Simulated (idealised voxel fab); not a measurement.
Process module, titled voxel wiring stack
The figure presents cross-section cut, which has a width of 275 nm and is divided into square cells with an edge length of 5 nm.
A cross-section is a grid of square cells, given in bands from the top down. A band is one or more rows of cells. Band: top and bottom heights (nm) first, top before bottom; then materials from left to right, widths in nm. "throughout" marks a sole material filling the band edge to edge. "blank" denotes empty space. Height reference: 0 = level under which incoming wafer is all one material. Lowest band: no bottom, runs on downward, e.g. "top 0, no bottom". A two-number width, for instance "30->40", indicates that the width is equal to the first number in the top row of the band and to the second number in the bottom row, and that it changes by a constant amount per row of cells. Step marked "remained unchanged"? Then no cell in the cross-section changed in it. This entry, "Closed void entries", enumerates those empty regions of no fewer than 8 cells that possess no open connection to the top. Each region is reported in the form width x height at distance, the distance being taken from the left edge, with all three quantities expressed in nm. Anything after a step's settings on that line? It's the simulator's own note about the step. If you see "overlay nm" on a step's line and that step has a mask, it's telling you how far right of where it was planned the mask ended up; a negative number means it went left instead. Each pair of cross-sections that follows straddles one process step: the one shows the state before the step, the other the state after it, down to the lowest band that changed and no further. The step in question, and its settings, are given under the pair. Note that a pair is not necessarily a continuation of the pair above it, since pairs can come from different runs of this module on the same starting wafer; it is a continuation only where its entry headed "Ex-ante state" says so.

# Ex-ante state
    top 115, bottom 105: 75 of aC, 30 of blank, 15 of aC, 30 of blank, 15 of aC, 30 of blank, 80 of aC
    top 105, bottom 100: 75 of lowk, 30 of blank, 15 of lowk, 30 of blank, 15 of lowk, 30 of blank, 80 of lowk
    top 100, bottom 90: 75 of lowk, 30 of aC, 15 of lowk, 30 of aC, 15 of lowk, 30 of aC, 80 of lowk
    top 90, bottom 80: lowk throughout
    top 80, bottom 75: SiCN throughout
    top 75, bottom 65: 75 of lowk, 5 of TiN, 20 of Cu, 5 of TiN, 15 of lowk, 5 of TiN, 20 of Cu, 5 of TiN, 15 of lowk, 5 of TiN, 20 of Cu, 5 of TiN, 80 of lowk
    top 65, bottom 60: 75 of lowk, 5 of TiN, 5 of Cu, 20 of TiN, 15 of lowk, 30 of TiN, 15 of lowk, 5 of TiN, 5 of Cu, 20 of TiN, 80 of lowk
    top 60, bottom 45: 75 of lowk, 5 of TiN, 5 of Cu, 5 of TiN, 75 of lowk, 5 of TiN, 5 of Cu, 5 of TiN, 95 of lowk
    top 45, bottom 40: 75 of SiCN, 15 of TiN, 75 of SiCN, 15 of TiN, 95 of SiCN
    top 40, bottom 20: 75 of SiO2, 5 of TiN, 20 of Cu, 5 of TiN, 15 of SiO2, 5 of TiN, 20 of Cu, 5 of TiN, 15 of SiO2, 5 of TiN, 20 of Cu, 5 of TiN, 80 of SiO2
    top 20, bottom 15: 75 of SiCN, 30 of TiN, 15 of SiCN, 30 of TiN, 15 of SiCN, 30 of TiN, 80 of SiCN
    top 15, bottom 0: SiO2 throughout
    top 0, no bottom: Si throughout
    Closed void entries: none

# Sectional Result
    top 140, bottom 115: 75 of resist, 20 of blank, 70 of resist, 20 of blank, 90 of resist
    top 115, bottom 105: 75 of aC, 20 of blank, 10 of resist, 15 of aC, 30 of resist, 15 of aC, 20 of blank, 10 of resist, 80 of aC
    top 105, bottom 100: 75 of lowk, 20 of blank, 10 of resist, 15 of lowk, 30 of resist, 15 of lowk, 20 of blank, 10 of resist, 80 of lowk
    Under the height 100 nothing was changed.
    Closed void entries: none
In between the before and after cross-sections above, the step is op PATTERN | tone open | mask id METAL_3_HOLES | material resist | width nm 20 | pitch nm 90 | thk nm 25 | overlay nm 0

Ex-ante state: the after view from the pair directly above serves as the before view here.

# Sectional Result
    top 130, bottom 115: 75 of resist, 20 of blank, 70 of resist, 20 of blank, 90 of resist
    top 115, bottom 105: 75 of aC, 20 of blank, 10 of resist, 15 of aC, 30 of resist, 15 of aC, 20 of blank, 10 of resist, 80 of aC
    top 105, bottom 100: 75 of lowk, 20 of blank, 10 of resist, 15 of lowk, 30 of resist, 15 of lowk, 20 of blank, 10 of resist, 80 of lowk
    top 100, bottom 90: 75 of lowk, 20 of blank, 10 of aC, 15 of lowk, 30 of aC, 15 of lowk, 20 of blank, 10 of aC, 80 of lowk
    Under the height 90 nothing was changed.
    Closed void entries: none
In between the before and after cross-sections above, the step is op DIRECTIONAL_ETCH | etch materials aC | depth nm 10

Ex-ante state: the after view from the pair directly above serves as the before view here.

# Sectional Result
    top 115, bottom 105: 75 of aC, 30 of blank, 15 of aC, 30 of blank, 15 of aC, 30 of blank, 80 of aC
    top 105, bottom 100: 75 of lowk, 30 of blank, 15 of lowk, 30 of blank, 15 of lowk, 30 of blank, 80 of lowk
    Under the height 100 nothing was changed.
    Closed void entries: none
In between the before and after cross-sections above, the step is op STRIP | etch materials resist

Ex-ante state: the after view from the pair directly above serves as the before view here.

# Sectional Result
    top 115, bottom 105: 75 of aC, 30 of blank, 15 of aC, 30 of blank, 15 of aC, 30 of blank, 80 of aC
    top 105, bottom 100: 75 of lowk, 30 of blank, 15 of lowk, 30 of blank, 15 of lowk, 30 of blank, 80 of lowk
    top 100, bottom 90: 75 of lowk, 20 of blank, 10 of aC, 15 of lowk, 30 of aC, 15 of lowk, 20 of blank, 10 of aC, 80 of lowk
    top 90, bottom 80: 75 of lowk, 20 of blank, 70 of lowk, 20 of blank, 90 of lowk
    Under the height 80 nothing was changed.
    Closed void entries: none
In between the before and after cross-sections above, the step is op DIRECTIONAL_ETCH | etch materials lowk | depth nm 10

Ex-ante state: the after view from the pair directly above serves as the before view here.

# Sectional Result
    top 115, bottom 105: 75 of aC, 30 of blank, 15 of aC, 30 of blank, 15 of aC, 30 of blank, 80 of aC
    top 105, bottom 100: 75 of lowk, 30 of blank, 15 of lowk, 30 of blank, 15 of lowk, 30 of blank, 80 of lowk
    top 100, bottom 90: 75 of lowk, 20 of blank, 10 of aC, 15 of lowk, 30 of aC, 15 of lowk, 20 of blank, 10 of aC, 80 of lowk
    top 90, bottom 80: 75 of lowk, 20 of blank, 70 of lowk, 20 of blank, 90 of lowk
    top 80, bottom 75: 75 of SiCN, 20 of blank, 70 of SiCN, 20 of blank, 90 of SiCN
    Under the height 75 nothing was changed.
    Closed void entries: none
In between the before and after cross-sections above, the step is op DIRECTIONAL_ETCH | etch materials SiCN | depth nm 5

Ex-ante state: the after view from the pair directly above serves as the before view here.

# Sectional Result
    top 105, bottom 90: 75 of lowk, 30 of blank, 15 of lowk, 30 of blank, 15 of lowk, 30 of blank, 80 of lowk
    Under the height 90 nothing was changed.
    Closed void entries: none
In between the before and after cross-sections above, the step is op STRIP | etch materials aC

Ex-ante state: the after view from the pair directly above serves as the before view here.

# Sectional Result
    top 110, bottom 105: 80 of TiN, 20 of blank, 25 of TiN, 20 of blank, 25 of TiN, 20 of blank, 85 of TiN
    top 105, bottom 95: 75 of lowk, 5 of TiN, 20 of blank, 5 of TiN, 15 of lowk, 5 of TiN, 20 of blank, 5 of TiN, 15 of lowk, 5 of TiN, 20 of blank, 5 of TiN, 80 of lowk
    top 95, bottom 90: 75 of lowk, 5 of TiN, 10 of blank, 15 of TiN, 15 of lowk, 30 of TiN, 15 of lowk, 5 of TiN, 10 of blank, 15 of TiN, 80 of lowk
    top 90, bottom 80: 75 of lowk, 5 of TiN, 10 of blank, 5 of TiN, 70 of lowk, 5 of TiN, 10 of blank, 5 of TiN, 90 of lowk
    top 80, bottom 75: 75 of SiCN, 20 of TiN, 70 of SiCN, 20 of TiN, 90 of SiCN
    Under the height 75 nothing was changed.
    Closed void entries: none
In between the before and after cross-sections above, the step is op CONFORMAL_DEP | material TiN | thk nm 5

Ex-ante state: the after view from the pair directly above serves as the before view here.

# Sectional Result
    top 115, bottom 110: Cu throughout
    top 110, bottom 105: 80 of TiN, 20 of Cu, 25 of TiN, 20 of Cu, 25 of TiN, 20 of Cu, 85 of TiN
    top 105, bottom 95: 75 of lowk, 5 of TiN, 20 of Cu, 5 of TiN, 15 of lowk, 5 of TiN, 20 of Cu, 5 of TiN, 15 of lowk, 5 of TiN, 20 of Cu, 5 of TiN, 80 of lowk
    top 95, bottom 90: 75 of lowk, 5 of TiN, 10 of Cu, 15 of TiN, 15 of lowk, 30 of TiN, 15 of lowk, 5 of TiN, 10 of Cu, 15 of TiN, 80 of lowk
    top 90, bottom 80: 75 of lowk, 5 of TiN, 10 of Cu, 5 of TiN, 70 of lowk, 5 of TiN, 10 of Cu, 5 of TiN, 90 of lowk
    Under the height 80 nothing was changed.
    Closed void entries: none
In between the before and after cross-sections above, the step is op FILL_DEP | material Cu | thk nm 5

Ex-ante state: the after view from the pair directly above serves as the before view here.

# Sectional Result
    top 105, bottom 95: 75 of lowk, 5 of TiN, 20 of Cu, 5 of TiN, 15 of lowk, 5 of TiN, 20 of Cu, 5 of TiN, 15 of lowk, 5 of TiN, 20 of Cu, 5 of TiN, 80 of lowk
    Under the height 95 nothing was changed.
    Closed void entries: none
In between the before and after cross-sections above, the step is op CMP | height nm 105

Ex-ante state: the after view from the pair directly above serves as the before view here.

# Sectional Result
    top 110, bottom 105: SiCN throughout
    Under the height 105 nothing was changed.
    Closed void entries: none
In between the before and after cross-sections above, the step is op CONFORMAL_DEP | material SiCN | thk nm 5

# Ex-ante state
    top 55, bottom 40: aC throughout
    top 40, bottom 20: SiO2 throughout
    top 20, bottom 15: SiCN throughout
    top 15, bottom 0: SiO2 throughout
    top 0, no bottom: Si throughout
    Closed void entries: none

# Sectional Result
    top 85, bottom 55: 70 of resist, 30 of blank, 15 of resist, 30 of blank, 15 of resist, 30 of blank, 85 of resist
    Under the height 55 nothing was changed.
    Closed void entries: none
In between the before and after cross-sections above, the step is op PATTERN | tone open | mask id METAL_1 | material resist | width nm 30 | pitch nm 45 | thk nm 30 | overlay nm -5

Ex-ante state: the after view from the pair directly above serves as the before view here.

# Sectional Result
    top 70, bottom 55: 70 of resist, 30 of blank, 15 of resist, 30 of blank, 15 of resist, 30 of blank, 85 of resist
    top 55, bottom 40: 70 of aC, 30 of blank, 15 of aC, 30 of blank, 15 of aC, 30 of blank, 85 of aC
    Under the height 40 nothing was changed.
    Closed void entries: none
In between the before and after cross-sections above, the step is op DIRECTIONAL_ETCH | etch materials aC | depth nm 15

Ex-ante state: the after view from the pair directly above serves as the before view here.

# Sectional Result
    top 55, bottom 40: 70 of aC, 30 of blank, 15 of aC, 30 of blank, 15 of aC, 30 of blank, 85 of aC
    Under the height 40 nothing was changed.
    Closed void entries: none
In between the before and after cross-sections above, the step is op STRIP | etch materials resist

Ex-ante state: the after view from the pair directly above serves as the before view here.

# Sectional Result
    top 55, bottom 40: 70 of aC, 30 of blank, 15 of aC, 30 of blank, 15 of aC, 30 of blank, 85 of aC
    top 40, bottom 20: 70 of SiO2, 30 of blank, 15 of SiO2, 30 of blank, 15 of SiO2, 30 of blank, 85 of SiO2
    Under the height 20 nothing was changed.
    Closed void entries: none
In between the before and after cross-sections above, the step is op DIRECTIONAL_ETCH | etch materials SiO2 | depth nm 20

Ex-ante state: the after view from the pair directly above serves as the before view here.

# Sectional Result
    top 55, bottom 40: 70 of aC, 30 of blank, 15 of aC, 30 of blank, 15 of aC, 30 of blank, 85 of aC
    top 40, bottom 20: 70 of SiO2, 30 of blank, 15 of SiO2, 30 of blank, 15 of SiO2, 30 of blank, 85 of SiO2
    top 20, bottom 15: 70 of SiCN, 30 of blank, 15 of SiCN, 30 of blank, 15 of SiCN, 30 of blank, 85 of SiCN
    Under the height 15 nothing was changed.
    Closed void entries: none
In between the before and after cross-sections above, the step is op DIRECTIONAL_ETCH | etch materials SiCN | depth nm 5

Ex-ante state: the after view from the pair directly above serves as the before view here.

# Sectional Result
    top 40, bottom 20: 70 of SiO2, 30 of blank, 15 of SiO2, 30 of blank, 15 of SiO2, 30 of blank, 85 of SiO2
    Under the height 20 nothing was changed.
    Closed void entries: none
In between the before and after cross-sections above, the step is op STRIP | etch materials aC

Ex-ante state: the after view from the pair directly above serves as the before view here.

# Sectional Result
    top 45, bottom 40: 75 of TiN, 20 of blank, 25 of TiN, 20 of blank, 25 of TiN, 20 of blank, 90 of TiN
    top 40, bottom 20: 70 of SiO2, 5 of TiN, 20 of blank, 5 of TiN, 15 of SiO2, 5 of TiN, 20 of blank, 5 of TiN, 15 of SiO2, 5 of TiN, 20 of blank, 5 of TiN, 85 of SiO2
    top 20, bottom 15: 70 of SiCN, 30 of TiN, 15 of SiCN, 30 of TiN, 15 of SiCN, 30 of TiN, 85 of SiCN
    Under the height 15 nothing was changed.
    Closed void entries: none
In between the before and after cross-sections above, the step is op CONFORMAL_DEP | material TiN | thk nm 5

Ex-ante state: the after view from the pair directly above serves as the before view here.

# Sectional Result
    top 50, bottom 45: Cu throughout
    top 45, bottom 40: 75 of TiN, 20 of Cu, 25 of TiN, 20 of Cu, 25 of TiN, 20 of Cu, 90 of TiN
    top 40, bottom 20: 70 of SiO2, 5 of TiN, 20 of Cu, 5 of TiN, 15 of SiO2, 5 of TiN, 20 of Cu, 5 of TiN, 15 of SiO2, 5 of TiN, 20 of Cu, 5 of TiN, 85 of SiO2
    Under the height 20 nothing was changed.
    Closed void entries: none
In between the before and after cross-sections above, the step is op FILL_DEP | material Cu | thk nm 5

Ex-ante state: the after view from the pair directly above serves as the before view here.

# Sectional Result
    top 40, bottom 20: 70 of SiO2, 5 of TiN, 20 of Cu, 5 of TiN, 15 of SiO2, 5 of TiN, 20 of Cu, 5 of TiN, 15 of SiO2, 5 of TiN, 20 of Cu, 5 of TiN, 85 of SiO2
    Under the height 20 nothing was changed.
    Closed void entries: none
In between the before and after cross-sections above, the step is op CMP | height nm 40

Ex-ante state: the after view from the pair directly above serves as the before view here.

# Sectional Result
    top 45, bottom 40: SiCN throughout
    Under the height 40 nothing was changed.
    Closed void entries: none
In between the before and after cross-sections above, the step is op CONFORMAL_DEP | material SiCN | thk nm 5

Ex-ante state: the after view from the pair directly above serves as the before view here.

# Sectional Result
    top 75, bottom 45: lowk throughout
    Under the height 45 nothing was changed.
    Closed void entries: none
In between the before and after cross-sections above, the step is op DIRECTIONAL_DEP | material lowk | thk nm 30

Ex-ante state: the after view from the pair directly above serves as the before view here.

# Sectional Result
    top 90, bottom 75: 75 of resist, 30 of blank, 15 of resist, 30 of blank, 15 of resist, 30 of blank, 80 of resist
    Under the height 75 nothing was changed.
    Closed void entries: none
In between the before and after cross-sections above, the step is op PATTERN | tone open | mask id METAL_2 | material resist | width nm 30 | pitch nm 45 | thk nm 15 | overlay nm 0

Ex-ante state: the after view from the pair directly above serves as the before view here.

# Sectional Result
    top 90, bottom 75: 75 of resist, 30 of blank, 15 of resist, 30 of blank, 15 of resist, 30 of blank, 80 of resist
    top 75, bottom 60: 75 of lowk, 30 of blank, 15 of lowk, 30 of blank, 15 of lowk, 30 of blank, 80 of lowk
    Under the height 60 nothing was changed.
    Closed void entries: none
In between the before and after cross-sections above, the step is op DIRECTIONAL_ETCH | etch materials lowk | depth nm 15

Ex-ante state: the after view from the pair directly above serves as the before view here.

# Sectional Result
    top 75, bottom 60: 75 of lowk, 30 of blank, 15 of lowk, 30 of blank, 15 of lowk, 30 of blank, 80 of lowk
    Under the height 60 nothing was changed.
    Closed void entries: none
In between the before and after cross-sections above, the step is op STRIP | etch materials resist

Ex-ante state: the after view from the pair directly above serves as the before view here.

# Sectional Result
    top 95, bottom 75: 75 of resist, 15 of blank, 75 of resist, 15 of blank, 95 of resist
    top 75, bottom 60: 75 of lowk, 15 of blank, 15 of resist, 15 of lowk, 30 of resist, 15 of lowk, 15 of blank, 15 of resist, 80 of lowk
    Under the height 60 nothing was changed.
    Closed void entries: none
In between the before and after cross-sections above, the step is op PATTERN | tone open | mask id METAL_2_HOLES | material resist | width nm 15 | pitch nm 90 | thk nm 20 | overlay nm 0

Ex-ante state: the after view from the pair directly above serves as the before view here.

# Sectional Result
    top 95, bottom 75: 75 of resist, 15 of blank, 75 of resist, 15 of blank, 95 of resist
    top 75, bottom 60: 75 of lowk, 15 of blank, 15 of resist, 15 of lowk, 30 of resist, 15 of lowk, 15 of blank, 15 of resist, 80 of lowk
    top 60, bottom 45: 75 of lowk, 15 of blank, 75 of lowk, 15 of blank, 95 of lowk
    Under the height 45 nothing was changed.
    Closed void entries: none
In between the before and after cross-sections above, the step is op DIRECTIONAL_ETCH | etch materials lowk | depth nm 15

Ex-ante state: the after view from the pair directly above serves as the before view here.

# Sectional Result
    top 95, bottom 75: 75 of resist, 15 of blank, 75 of resist, 15 of blank, 95 of resist
    top 75, bottom 60: 75 of lowk, 15 of blank, 15 of resist, 15 of lowk, 30 of resist, 15 of lowk, 15 of blank, 15 of resist, 80 of lowk
    top 60, bottom 45: 75 of lowk, 15 of blank, 75 of lowk, 15 of blank, 95 of lowk
    top 45, bottom 40: 75 of SiCN, 15 of blank, 75 of SiCN, 15 of blank, 95 of SiCN
    Under the height 40 nothing was changed.
    Closed void entries: none
In between the before and after cross-sections above, the step is op DIRECTIONAL_ETCH | etch materials SiCN | depth nm 5

Ex-ante state: the after view from the pair directly above serves as the before view here.

# Sectional Result
    top 75, bottom 60: 75 of lowk, 30 of blank, 15 of lowk, 30 of blank, 15 of lowk, 30 of blank, 80 of lowk
    Under the height 60 nothing was changed.
    Closed void entries: none
In between the before and after cross-sections above, the step is op STRIP | etch materials resist

Ex-ante state: the after view from the pair directly above serves as the before view here.

# Sectional Result
    top 80, bottom 75: 80 of TiN, 20 of blank, 25 of TiN, 20 of blank, 25 of TiN, 20 of blank, 85 of TiN
    top 75, bottom 65: 75 of lowk, 5 of TiN, 20 of blank, 5 of TiN, 15 of lowk, 5 of TiN, 20 of blank, 5 of TiN, 15 of lowk, 5 of TiN, 20 of blank, 5 of TiN, 80 of lowk
    top 65, bottom 60: 75 of lowk, 5 of TiN, 5 of blank, 20 of TiN, 15 of lowk, 30 of TiN, 15 of lowk, 5 of TiN, 5 of blank, 20 of TiN, 80 of lowk
    top 60, bottom 45: 75 of lowk, 5 of TiN, 5 of blank, 5 of TiN, 75 of lowk, 5 of TiN, 5 of blank, 5 of TiN, 95 of lowk
    top 45, bottom 40: 75 of SiCN, 15 of TiN, 75 of SiCN, 15 of TiN, 95 of SiCN
    Under the height 40 nothing was changed.
    Closed void entries: none
In between the before and after cross-sections above, the step is op CONFORMAL_DEP | material TiN | thk nm 5

Ex-ante state: the after view from the pair directly above serves as the before view here.

# Sectional Result
    top 85, bottom 80: Cu throughout
    top 80, bottom 75: 80 of TiN, 20 of Cu, 25 of TiN, 20 of Cu, 25 of TiN, 20 of Cu, 85 of TiN
    top 75, bottom 65: 75 of lowk, 5 of TiN, 20 of Cu, 5 of TiN, 15 of lowk, 5 of TiN, 20 of Cu, 5 of TiN, 15 of lowk, 5 of TiN, 20 of Cu, 5 of TiN, 80 of lowk
    top 65, bottom 60: 75 of lowk, 5 of TiN, 5 of Cu, 20 of TiN, 15 of lowk, 30 of TiN, 15 of lowk, 5 of TiN, 5 of Cu, 20 of TiN, 80 of lowk
    top 60, bottom 45: 75 of lowk, 5 of TiN, 5 of Cu, 5 of TiN, 75 of lowk, 5 of TiN, 5 of Cu, 5 of TiN, 95 of lowk
    Under the height 45 nothing was changed.
    Closed void entries: none
In between the before and after cross-sections above, the step is op FILL_DEP | material Cu | thk nm 5

Ex-ante state: the after view from the pair directly above serves as the before view here.

# Sectional Result
    top 75, bottom 65: 75 of lowk, 5 of TiN, 20 of Cu, 5 of TiN, 15 of lowk, 5 of TiN, 20 of Cu, 5 of TiN, 15 of lowk, 5 of TiN, 20 of Cu, 5 of TiN, 80 of lowk
    Under the height 65 nothing was changed.
    Closed void entries: none
In between the before and after cross-sections above, the step is op CMP | height nm 75

Ex-ante state: the after view from the pair directly above serves as the before view here.

# Sectional Result
    top 80, bottom 75: SiCN throughout
    Under the height 75 nothing was changed.
    Closed void entries: none
In between the before and after cross-sections above, the step is op CONFORMAL_DEP | material SiCN | thk nm 5

Ex-ante state: the after view from the pair directly above serves as the before view here.

# Sectional Result
    top 105, bottom 80: lowk throughout
    Under the height 80 nothing was changed.
    Closed void entries: none
In between the before and after cross-sections above, the step is op DIRECTIONAL_DEP | material lowk | thk nm 25

Ex-ante state: the after view from the pair directly above serves as the before view here.

# Sectional Result
    top 120, bottom 105: aC throughout
    Under the height 105 nothing was changed.
    Closed void entries: none
In between the before and after cross-sections above, the step is op DIRECTIONAL_DEP | material aC | thk nm 15

Ex-ante state: the after view from the pair directly above serves as the before view here.

# Sectional Result
    top 150, bottom 120: 75 of resist, 30 of blank, 15 of resist, 30 of blank, 15 of resist, 30 of blank, 80 of resist
    Under the height 120 nothing was changed.
    Closed void entries: none
In between the before and after cross-sections above, the step is op PATTERN | tone open | mask id METAL_3 | material resist | width nm 30 | pitch nm 45 | thk nm 30 | overlay nm 0

Ex-ante state: the after view from the pair directly above serves as the before view here.

# Sectional Result
    top 135, bottom 120: 75 of resist, 30 of blank, 15 of resist, 30 of blank, 15 of resist, 30 of blank, 80 of resist
    top 120, bottom 105: 75 of aC, 30 of blank, 15 of aC, 30 of blank, 15 of aC, 30 of blank, 80 of aC
    Under the height 105 nothing was changed.
    Closed void entries: none
In between the before and after cross-sections above, the step is op DIRECTIONAL_ETCH | etch materials aC | depth nm 15

Ex-ante state: the after view from the pair directly above serves as the before view here.

# Sectional Result
    top 120, bottom 105: 75 of aC, 30 of blank, 15 of aC, 30 of blank, 15 of aC, 30 of blank, 80 of aC
    Under the height 105 nothing was changed.
    Closed void entries: none
In between the before and after cross-sections above, the step is op STRIP | etch materials resist

Ex-ante state: the after view from the pair directly above serves as the before view here.

# Sectional Result
    top 120, bottom 105: 75 of aC, 30 of blank, 15 of aC, 30 of blank, 15 of aC, 30 of blank, 80 of aC
    top 105, bottom 90: 75 of lowk, 30 of blank, 15 of lowk, 30 of blank, 15 of lowk, 30 of blank, 80 of lowk
    Under the height 90 nothing was changed.
    Closed void entries: none
In between the before and after cross-sections above, the step is op DIRECTIONAL_ETCH | etch materials lowk | depth nm 15

Ex-ante state: the after view from the pair directly above serves as the before view here.

# Sectional Result
    top 105, bottom 90: 75 of lowk, 30 of blank, 15 of lowk, 30 of blank, 15 of lowk, 30 of blank, 80 of lowk
    Under the height 90 nothing was changed.
    Closed void entries: none
In between the before and after cross-sections above, the step is op STRIP | etch materials aC

Ex-ante state: the after view from the pair directly above serves as the before view here.

# Sectional Result
    top 115, bottom 105: 75 of aC, 30 of blank, 15 of aC, 30 of blank, 15 of aC, 30 of blank, 80 of aC
    top 105, bottom 100: 75 of lowk, 30 of blank, 15 of lowk, 30 of blank, 15 of lowk, 30 of blank, 80 of lowk
    top 100, bottom 90: 75 of lowk, 30 of aC, 15 of lowk, 30 of aC, 15 of lowk, 30 of aC, 80 of lowk
    Under the height 90 nothing was changed.
    Closed void entries: none
In between the before and after cross-sections above, the step is op DIRECTIONAL_DEP | material aC | thk nm 10

Ex-ante state: the after view from the pair directly above serves as the before view here.

# Sectional Result
    top 140, bottom 115: 75 of resist, 15 of blank, 75 of resist, 15 of blank, 95 of resist
    top 115, bottom 105: 75 of aC, 15 of blank, 15 of resist, 15 of aC, 30 of resist, 15 of aC, 15 of blank, 15 of resist, 80 of aC
    top 105, bottom 100: 75 of lowk, 15 of blank, 15 of resist, 15 of lowk, 30 of resist, 15 of lowk, 15 of blank, 15 of resist, 80 of lowk
    Under the height 100 nothing was changed.
    Closed void entries: none
In between the before and after cross-sections above, the step is op PATTERN | tone open | mask id METAL_3_HOLES | material resist | width nm 15 | pitch nm 90 | thk nm 25 | overlay nm 0

Ex-ante state: the after view from the pair directly above serves as the before view here.

# Sectional Result
    top 130, bottom 115: 75 of resist, 15 of blank, 75 of resist, 15 of blank, 95 of resist
    top 115, bottom 105: 75 of aC, 15 of blank, 15 of resist, 15 of aC, 30 of resist, 15 of aC, 15 of blank, 15 of resist, 80 of aC
    top 105, bottom 100: 75 of lowk, 15 of blank, 15 of resist, 15 of lowk, 30 of resist, 15 of lowk, 15 of blank, 15 of resist, 80 of lowk
    top 100, bottom 90: 75 of lowk, 15 of blank, 15 of aC, 15 of lowk, 30 of aC, 15 of lowk, 15 of blank, 15 of aC, 80 of lowk
    Under the height 90 nothing was changed.
    Closed void entries: none
In between the before and after cross-sections above, the step is op DIRECTIONAL_ETCH | etch materials aC | depth nm 10

Ex-ante state: the after view from the pair directly above serves as the before view here.

# Sectional Result
    top 115, bottom 105: 75 of aC, 30 of blank, 15 of aC, 30 of blank, 15 of aC, 30 of blank, 80 of aC
    top 105, bottom 100: 75 of lowk, 30 of blank, 15 of lowk, 30 of blank, 15 of lowk, 30 of blank, 80 of lowk
    Under the height 100 nothing was changed.
    Closed void entries: none
In between the before and after cross-sections above, the step is op STRIP | etch materials resist

Ex-ante state: the after view from the pair directly above serves as the before view here.

# Sectional Result
    top 115, bottom 105: 75 of aC, 30 of blank, 15 of aC, 30 of blank, 15 of aC, 30 of blank, 80 of aC
    top 105, bottom 100: 75 of lowk, 30 of blank, 15 of lowk, 30 of blank, 15 of lowk, 30 of blank, 80 of lowk
    top 100, bottom 90: 75 of lowk, 15 of blank, 15 of aC, 15 of lowk, 30 of aC, 15 of lowk, 15 of blank, 15 of aC, 80 of lowk
    top 90, bottom 80: 75 of lowk, 15 of blank, 75 of lowk, 15 of blank, 95 of lowk
    Under the height 80 nothing was changed.
    Closed void entries: none
In between the before and after cross-sections above, the step is op DIRECTIONAL_ETCH | etch materials lowk | depth nm 10

Ex-ante state: the after view from the pair directly above serves as the before view here.

# Sectional Result
    top 115, bottom 105: 75 of aC, 30 of blank, 15 of aC, 30 of blank, 15 of aC, 30 of blank, 80 of aC
    top 105, bottom 100: 75 of lowk, 30 of blank, 15 of lowk, 30 of blank, 15 of lowk, 30 of blank, 80 of lowk
    top 100, bottom 90: 75 of lowk, 15 of blank, 15 of aC, 15 of lowk, 30 of aC, 15 of lowk, 15 of blank, 15 of aC, 80 of lowk
    top 90, bottom 80: 75 of lowk, 15 of blank, 75 of lowk, 15 of blank, 95 of lowk
    top 80, bottom 75: 75 of SiCN, 15 of blank, 75 of SiCN, 15 of blank, 95 of SiCN
    Under the height 75 nothing was changed.
    Closed void entries: none
In between the before and after cross-sections above, the step is op DIRECTIONAL_ETCH | etch materials SiCN | depth nm 5

Ex-ante state: the after view from the pair directly above serves as the before view here.

# Sectional Result
    top 105, bottom 90: 75 of lowk, 30 of blank, 15 of lowk, 30 of blank, 15 of lowk, 30 of blank, 80 of lowk
    Under the height 90 nothing was changed.
    Closed void entries: none
In between the before and after cross-sections above, the step is op STRIP | etch materials aC

Ex-ante state: the after view from the pair directly above serves as the before view here.

# Sectional Result
    top 110, bottom 105: 80 of TiN, 20 of blank, 25 of TiN, 20 of blank, 25 of TiN, 20 of blank, 85 of TiN
    top 105, bottom 95: 75 of lowk, 5 of TiN, 20 of blank, 5 of TiN, 15 of lowk, 5 of TiN, 20 of blank, 5 of TiN, 15 of lowk, 5 of TiN, 20 of blank, 5 of TiN, 80 of lowk
    top 95, bottom 90: 75 of lowk, 5 of TiN, 5 of blank, 20 of TiN, 15 of lowk, 30 of TiN, 15 of lowk, 5 of TiN, 5 of blank, 20 of TiN, 80 of lowk
    top 90, bottom 80: 75 of lowk, 5 of TiN, 5 of blank, 5 of TiN, 75 of lowk, 5 of TiN, 5 of blank, 5 of TiN, 95 of lowk
    top 80, bottom 75: 75 of SiCN, 15 of TiN, 75 of SiCN, 15 of TiN, 95 of SiCN
    Under the height 75 nothing was changed.
    Closed void entries: none
In between the before and after cross-sections above, the step is op CONFORMAL_DEP | material TiN | thk nm 5

Ex-ante state: the after view from the pair directly above serves as the before view here.

# Sectional Result
    top 115, bottom 110: Cu throughout
    top 110, bottom 105: 80 of TiN, 20 of Cu, 25 of TiN, 20 of Cu, 25 of TiN, 20 of Cu, 85 of TiN
    top 105, bottom 95: 75 of lowk, 5 of TiN, 20 of Cu, 5 of TiN, 15 of lowk, 5 of TiN, 20 of Cu, 5 of TiN, 15 of lowk, 5 of TiN, 20 of Cu, 5 of TiN, 80 of lowk
    top 95, bottom 90: 75 of lowk, 5 of TiN, 5 of Cu, 20 of TiN, 15 of lowk, 30 of TiN, 15 of lowk, 5 of TiN, 5 of Cu, 20 of TiN, 80 of lowk
    top 90, bottom 80: 75 of lowk, 5 of TiN, 5 of Cu, 5 of TiN, 75 of lowk, 5 of TiN, 5 of Cu, 5 of TiN, 95 of lowk
    Under the height 80 nothing was changed.
    Closed void entries: none
In between the before and after cross-sections above, the step is op FILL_DEP | material Cu | thk nm 5

Ex-ante state: the after view from the pair directly above serves as the before view here.

# Sectional Result
    top 105, bottom 95: 75 of lowk, 5 of TiN, 20 of Cu, 5 of TiN, 15 of lowk, 5 of TiN, 20 of Cu, 5 of TiN, 15 of lowk, 5 of TiN, 20 of Cu, 5 of TiN, 80 of lowk
    Under the height 95 nothing was changed.
    Closed void entries: none
In between the before and after cross-sections above, the step is op CMP | height nm 105

Ex-ante state: the after view from the pair directly above serves as the before view here.

# Sectional Result
    top 110, bottom 105: SiCN throughout
    Under the height 105 nothing was changed.
    Closed void entries: none
In between the before and after cross-sections above, the step is op CONFORMAL_DEP | material SiCN | thk nm 5

# Ex-ante state
    top 20, bottom 15: SiCN throughout
    top 15, bottom 0: SiO2 throughout
    top 0, no bottom: Si throughout
    Closed void entries: none

# Sectional Result
    top 40, bottom 20: lowk throughout
    Under the height 20 nothing was changed.
    Closed void entries: none
In between the before and after cross-sections above, the step is op DIRECTIONAL_DEP | material lowk | thk nm 20

Ex-ante state: the after view from the pair directly above serves as the before view here.

# Sectional Result
    top 55, bottom 40: aC throughout
    Under the height 40 nothing was changed.
    Closed void entries: none
In between the before and after cross-sections above, the step is op DIRECTIONAL_DEP | material aC | thk nm 15

Ex-ante state: the after view from the pair directly above serves as the before view here.

# Sectional Result
    top 85, bottom 55: 75 of resist, 30 of blank, 15 of resist, 30 of blank, 15 of resist, 30 of blank, 80 of resist
    Under the height 55 nothing was changed.
    Closed void entries: none
In between the before and after cross-sections above, the step is op PATTERN | tone open | mask id METAL_1 | material resist | width nm 30 | pitch nm 45 | thk nm 30 | overlay nm 0
